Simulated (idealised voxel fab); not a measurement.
A process module follows: voxel fin reveal.
Shown is cross-section cut, with a width of 235 nm and square cells of size 5 nm.
Format of a cross-section: grid, square cells. Given as bands. Order: top down. Band: one or more rows of cells.
The band entry comprises the height of the band's top followed by the height of its bottom, expressed in nm, and subsequently the band's materials from left to right, each stated together with its width in nm. Where a single material is marked with the word "full width", that material fills the band from edge to edge. The word "blank" represents empty space.
Heads up on the height convention: 0 is the point under which the incoming wafer is all one material, and the lowest band has no bottom, it just keeps going down, like "0..down".
With a width like "30 to 40", each row of cells in the band differs from the next by the same amount, the top row carrying the first number and the bottom row the second.
Reading "nothing altered" for a step: not a cell of the cross-section changed in it.
Listed in "Unvented voids": every empty space of 8 or more cells without an open way to the top. Form: width x height at distance, the distance being from the left edge, all in nm.
If you see something after the settings on a step's line, that's the simulator's own remark about that step.
"overlay nm" answers the question of how far to the right of plan the mask lay on a step that has a mask, and when it is negative the answer is to the left.
### Process steps (planned)
1) RECEIVE: material Si
2) CONFORMAL_DEP: material SiN, thk nm 5
3) DIRECTIONAL_DEP: material aC, thk nm 15
4) PATTERN: tone cover, mask id FINS, material resist, width nm 15, pitch nm 45, thk nm 30, overlay nm 0
5) DIRECTIONAL_ETCH: etch materials aC, depth nm 15
6) STRIP: etch materials resist
7) DIRECTIONAL_ETCH: etch materials SiN, depth nm 5
8) DIRECTIONAL_ETCH: etch materials Si, depth nm 40
9) STRIP: etch materials aC
10) FILL_DEP: material SiO2, thk nm 10
11) CMP: height nm 5
12) SELECTIVE_ETCH: etch materials SiO2, depth nm 35
13) STRIP: etch materials SiN
### Cross-section of the wafer upon arrival, representing the state reached after step 1
    0..down  Si full width
    Unvented voids: none
### Final cross-section, module run with one mistake (start and plan as above)
    5..0  40 of blank / 15 of SiN / 30 of blank / 15 of SiN / 30 of blank / 15 of SiN / 30 of blank / 15 of SiN / 45 of blank
    0..-40  40 of blank / 15 of Si / 30 of blank / 15 of Si / 30 of blank / 15 of Si / 30 of blank / 15 of Si / 45 of blank
    -40..down  Si full width
    Unvented voids: none
Deviation noted in wafer processing: not per plan at step 13, really ran STRIP: etch materials SiO2
